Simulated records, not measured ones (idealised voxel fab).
Title: Process Module voxel ribs on slabs
The figure presents cross-section cut, which has a width of 175 nm and is divided into square cells with an edge length of 5 nm.
If you're reading a cross-section in this doc, picture square cells in a grid; it comes to you as bands, top ones listed first down to the bottom, and a band can be one or more rows of cells.
Read a band's entry like this: the first values are the height of its top and the height of its bottom in nm, and what follows is the sequence of materials from left to right, each with its width in nm. Note that "air" is empty space, and that a single material marked "edge to edge" reaches across the band from edge to edge.
It should be noted that heights are counted from 0, beneath which the wafer as supplied is of one material throughout, and that the lowest band possesses no lower boundary but continues downward, as written in "0 down".
The two numbers in a width such as "30->40" mark its ends across the band: the first belongs to the top row of cells, the second to the bottom row, and from each row to the next the width moves by the same amount.
"nothing altered" after a step means that no cell of the cross-section changed.
"Voids, enclosed" lists enclosed empty spaces (at least 8 cells, no open path upward to the top), each as width x height at distance from the left edge, in nm.
On a step's line, text after the settings is the simulator commenting on that step.
Each step line may optionally specify "overlay nm", which for a step with a mask gives the rightward distance between the mask's planned place and where it lay, a negative value indicating the leftward direction.
[Process steps - plan]
| 1 | RECEIVE with material Si |
| 2 | DIRECTIONAL_DEP with material SiO2, thk nm 30 |
| 3 | DIRECTIONAL_DEP with material SiN, thk nm 15 |
| 4 | DIRECTIONAL_DEP with material aC, thk nm 15 |
| 5 | PATTERN with tone cover, mask id RIB, material resist, width nm 15, thk nm 35, overlay nm 0 |
| 6 | DIRECTIONAL_ETCH with etch materials aC, depth nm 15 |
| 7 | STRIP with etch materials resist |
| 8 | DIRECTIONAL_ETCH with etch materials SiN, depth nm 5 |
| 9 | STRIP with etch materials aC |
| 10 | DIRECTIONAL_DEP with material aC, thk nm 15 |
| 11 | PATTERN with tone cover, mask id SLAB, material resist, width nm 45, thk nm 35, overlay nm 0 |
| 12 | DIRECTIONAL_ETCH with etch materials aC, depth nm 15 |
| 13 | STRIP with etch materials resist |
| 14 | DIRECTIONAL_ETCH with etch materials SiN, depth nm 10 |
| 15 | STRIP with etch materials aC |
| 16 | FILL_DEP with material SiO2, thk nm 20 |
| 17 | CMP with height nm 55 |
| 18 | DIRECTIONAL_DEP with material W, thk nm 10 |
| 19 | DIRECTIONAL_DEP with material aC, thk nm 10 |
| 20 | PATTERN with tone cover, mask id HEATER, material resist, width nm 25, thk nm 30, overlay nm 0 |
| 21 | DIRECTIONAL_ETCH with etch materials aC, depth nm 10 |
| 22 | STRIP with etch materials resist |
| 23 | DIRECTIONAL_ETCH with etch materials W, depth nm 10 |
| 24 | STRIP with etch materials aC |
| 25 | CONFORMAL_DEP with material SiN, thk nm 10 |
[First of two wafers, with the run carried out as planned]
[As-received state of the wafer in cross-section, equivalent to post-step 1]
0 down = Si edge to edge
Voids, enclosed: none
[Cross-section through the wafer, step 2 finished]
30 to 0 = SiO2 edge to edge
Below 0, the layers are the same as they were.
[Cross-section through the wafer, step 3 finished]
45 to 30 = SiN edge to edge
Below 30, the layers are the same as they were.
[Cross-section through the wafer, step 4 finished]
60 to 45 = aC edge to edge
Below 45, the layers are the same as they were.
[Cross-section through the wafer, step 5 finished]
95 to 60 = air=80, resist=15, air=80
Below 60, the layers are the same as they were.
[Cross-section through the wafer, step 6 finished]
80 to 60 = air=80, resist=15, air=80
60 to 45 = air=80, aC=15, air=80
Below 45, the layers are the same as they were.
[Cross-section through the wafer, step 7 finished]
60 to 45 = air=80, aC=15, air=80
Below 45, the layers are the same as they were.
[Cross-section through the wafer, step 8 finished]
60 to 45 = air=80, aC=15, air=80
45 to 40 = air=80, SiN=15, air=80
Below 40, the layers are the same as they were.
[Cross-section through the wafer, step 9 finished]
45 to 40 = air=80, SiN=15, air=80
Below 40, the layers are the same as they were.
[Cross-section through the wafer, step 10 finished]
60 to 55 = air=80, aC=15, air=80
55 to 45 = aC edge to edge
45 to 40 = aC=80, SiN=15, aC=80
Below 40, the layers are the same as they were.
[Cross-section through the wafer, step 11 finished]
95 to 60 = air=65, resist=45, air=65
60 to 55 = air=65, resist=15, aC=15, resist=15, air=65
Below 55, the layers are the same as they were.
[Cross-section through the wafer, step 12 finished]
80 to 60 = air=65, resist=45, air=65
60 to 55 = air=65, resist=15, aC=15, resist=15, air=65
55 to 45 = air=65, aC=45, air=65
45 to 40 = air=65, aC=15, SiN=15, aC=15, air=65
Below 40, the layers are the same as they were.
[Cross-section through the wafer, step 13 finished]
60 to 55 = air=80, aC=15, air=80
Below 55, the layers are the same as they were.
[Cross-section through the wafer, step 14 finished]
60 to 55 = air=80, aC=15, air=80
55 to 45 = air=65, aC=45, air=65
45 to 40 = air=65, aC=15, SiN=15, aC=15, air=65
40 to 30 = air=65, SiN=45, air=65
Below 30, the layers are the same as they were.
[Cross-section through the wafer, step 15 finished]
45 to 40 = air=80, SiN=15, air=80
Below 40, the layers are the same as they were.
[Cross-section through the wafer, step 16 finished]
65 to 45 = SiO2 edge to edge
45 to 40 = SiO2=80, SiN=15, SiO2=80
40 to 30 = SiO2=65, SiN=45, SiO2=65
Below 30, the layers are the same as they were.
[Cross-section through the wafer, step 17 finished]
55 to 45 = SiO2 edge to edge
Below 45, the layers are the same as they were.
[Cross-section through the wafer, step 18 finished]
65 to 55 = W edge to edge
Below 55, the layers are the same as they were.
[Cross-section through the wafer, step 19 finished]
75 to 65 = aC edge to edge
Below 65, the layers are the same as they were.
[Cross-section through the wafer, step 20 finished]
105 to 75 = air=75, resist=25, air=75
Below 75, the layers are the same as they were.
[Cross-section through the wafer, step 21 finished]
95 to 75 = air=75, resist=25, air=75
75 to 65 = air=75, aC=25, air=75
Below 65, the layers are the same as they were.
[Cross-section through the wafer, step 22 finished]
75 to 65 = air=75, aC=25, air=75
Below 65, the layers are the same as they were.
[Cross-section through the wafer, step 23 finished]
75 to 65 = air=75, aC=25, air=75
65 to 55 = air=75, W=25, air=75
Below 55, the layers are the same as they were.
[Cross-section through the wafer, step 24 finished]
65 to 55 = air=75, W=25, air=75
Below 55, the layers are the same as they were.
[Cross-section through the wafer, step 25 finished]
75 to 65 = air=65, SiN=45, air=65
65 to 55 = SiN=75, W=25, SiN=75
Below 55, the layers are the same as they were.
[The second wafer began exactly as the first did and followed the same plan, but one mistake was made while running it; through step 18 inclusive, the two wafers are identical]
[Cross-sectional view of the second wafer at the intended end time of process step 19]
75 to 65 = SiN edge to edge
Below 65, the layers are the same as they were.
[Cross-sectional view of the second wafer at the intended end time of process step 20]
105 to 75 = air=75, resist=25, air=75
Below 75, the layers are the same as they were.
[Cross-sectional view of the second wafer at the intended end time of process step 21]
95 to 75 = air=75, resist=25, air=75
Below 75, the layers are the same as they were.
[Cross-sectional view of the second wafer at the intended end time of process step 22]
75 to 65 = SiN edge to edge
Below 65, the layers are the same as they were.
Cross-sectional view of the second wafer at the intended end time of process step 23: nothing altered
Cross-sectional view of the second wafer at the intended end time of process step 24: nothing altered
[Cross-sectional view of the second wafer at the intended end time of process step 25]
85 to 65 = SiN edge to edge
Below 65, the layers are the same as they were.
The plan and the run diverged here: step 19 deviated from plan and actually ran as DIRECTIONAL_DEP with material SiN, thk nm 10
Counted in cells at the end, the second wafer holds more or fewer of these materials than the first: SiN +62, W +60
